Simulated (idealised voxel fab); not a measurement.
The document below concerns the process module designated voxel capacitor over wiring.
This is section cut - it's 155 nm across, gridded in 5 nm square cells.
When this document writes out a cross-section, it uses a grid of square cells and lists it as bands, beginning at the top and moving down, with a band standing for one or more rows of cells.
Read a band's entry like this: the first values are the height of its top and the height of its bottom in nm, and what follows is the sequence of materials from left to right, each with its width in nm. Note that "blank" is empty space, and that a single material marked "full width" reaches across the band from edge to edge.
Zero point of the height axis is 0; under it, received wafer = one material. Lowest band: continues down indefinitely, "0 down".
When a width is written as two numbers, as in "30->40", the first number is the width in the top row of cells of the band and the second is the width in its bottom row, and the width changes by the same amount from each row to the next.
"no alteration" (step): cross-section cells unchanged, all of them.
Closed empty spaces (no open way to the top) of 8 cells or more are what "Unvented internal voids" lists, each as width x height at distance from the left edge, nm for all three.
Step line, after settings: the simulator's comment on this step.
overlay nm: mask right of planned place by this much (step with mask). Neg. = left.
These are the steps we planned for the process:
1. RECEIVE, material Si
2. CONFORMAL_DEP, material SiO2, thk nm 15
3. CONFORMAL_DEP, material SiN, thk nm 5
4. DIRECTIONAL_DEP, material SiO2, thk nm 25
5. PATTERN, tone open, mask id METAL_1, material resist, width nm 25, pitch nm 80, thk nm 15, overlay nm 0
6. DIRECTIONAL_ETCH, etch materials SiO2, depth nm 25
7. DIRECTIONAL_ETCH, etch materials SiN, depth nm 5
8. STRIP, etch materials resist
9. CONFORMAL_DEP, material TiN, thk nm 5
10. FILL_DEP, material Cu, thk nm 10
11. CMP, height nm 45
12. CONFORMAL_DEP, material SiCN, thk nm 5
13. DIRECTIONAL_DEP, material lowk, thk nm 20
14. DIRECTIONAL_DEP, material aC, thk nm 10
15. PATTERN, tone open, mask id PLUG_1, material resist, width nm 15, thk nm 30, overlay nm 0
16. DIRECTIONAL_ETCH, etch materials aC, depth nm 10
17. STRIP, etch materials resist
18. DIRECTIONAL_ETCH, etch materials lowk, depth nm 20
19. DIRECTIONAL_ETCH, etch materials SiCN, depth nm 5
20. STRIP, etch materials aC
21. EPI, material Ru, thk nm 10
22. EPI, material Ru, thk nm 10
23. EPI, material Ru, thk nm 5
24. DIRECTIONAL_DEP, material TiN, thk nm 5
25. DIRECTIONAL_DEP, material SiN, thk nm 5
26. DIRECTIONAL_DEP, material TiN, thk nm 10
27. MASKED_ETCH, tone cover, mask id UPPER_PLATE, width nm 60, etch materials TiN, depth nm 10, overlay nm 0
28. MASKED_ETCH, tone cover, mask id UPPER_PLATE, width nm 60, etch materials SiN, depth nm 5, overlay nm 0
29. MASKED_ETCH, tone cover, mask id LOWER_PLATE, width nm 70, etch materials TiN, depth nm 5, overlay nm 0
30. FILL_DEP, material SiO2, thk nm 20
31. CMP, height nm 105
32. MASKED_ETCH, tone open, mask id PLUG_2, width nm 15, etch materials SiO2, depth nm 15, overlay nm 0
33. CONFORMAL_DEP, material TiN, thk nm 5
34. FILL_DEP, material W, thk nm 5
35. CMP, height nm 105
36. CONFORMAL_DEP, material SiN, thk nm 5
Cross-sectional view of the wafer in its as-received condition, corresponding to the state after step 1:
- 0 down | Si full width
- Unvented internal voids: none
Sectioned view, first of two wafers, at the close of the module, processed as intended in the plan:
- 110 to 105 | SiN full width
- 105 to 95 | 45 of SiO2; 5 of TiN; 5 of W; 5 of TiN; 95 of SiO2
- 95 to 90 | 45 of SiO2; 15 of TiN; 95 of SiO2
- 90 to 80 | 35 of SiO2; 60 of TiN; 60 of SiO2
- 80 to 75 | 35 of SiO2; 60 of SiN; 60 of SiO2
- 75 to 70 | 30 of SiO2; 70 of TiN; 55 of SiO2
- 70 to 50 | 35 of lowk; 15 of Ru; 105 of lowk
- 50 to 45 | 35 of SiCN; 15 of Ru; 105 of SiCN
- 45 to 20 | 25 of SiO2; 5 of TiN; 15 of Cu; 5 of TiN; 55 of SiO2; 5 of TiN; 15 of Cu; 5 of TiN; 25 of SiO2
- 20 to 15 | 25 of SiN; 25 of TiN; 55 of SiN; 25 of TiN; 25 of SiN
- 15 to 0 | SiO2 full width
- 0 down | Si full width
- Unvented internal voids: none
This is the second of the two wafers, cross-sectioned at the end of the module; it started exactly like the first and was given the same plan, but it was run with one mistake:
- 110 to 105 | SiN full width
- 105 to 95 | 45 of SiO2; 5 of TiN; 5 of W; 5 of TiN; 95 of SiO2
- 95 to 90 | 45 of SiO2; 15 of TiN; 95 of SiO2
- 90 to 85 | SiO2 full width
- 85 to 75 | 35 of SiO2; 60 of TiN; 60 of SiO2
- 75 to 70 | 30 of SiO2; 70 of TiN; 55 of SiO2
- 70 to 50 | 35 of lowk; 15 of Ru; 105 of lowk
- 50 to 45 | 35 of SiCN; 15 of Ru; 105 of SiCN
- 45 to 20 | 25 of SiO2; 5 of TiN; 15 of Cu; 5 of TiN; 55 of SiO2; 5 of TiN; 15 of Cu; 5 of TiN; 25 of SiO2
- 20 to 15 | 25 of SiN; 25 of TiN; 55 of SiN; 25 of TiN; 25 of SiN
- 15 to 0 | SiO2 full width
- 0 down | Si full width
- Unvented internal voids: none
Short version of what went wrong: heads up, step 25 of the plan was skipped and never actually ran
Count the cells at the end and the second wafer has more or fewer of some materials than the first: 12 fewer of SiN | 12 more of SiO2
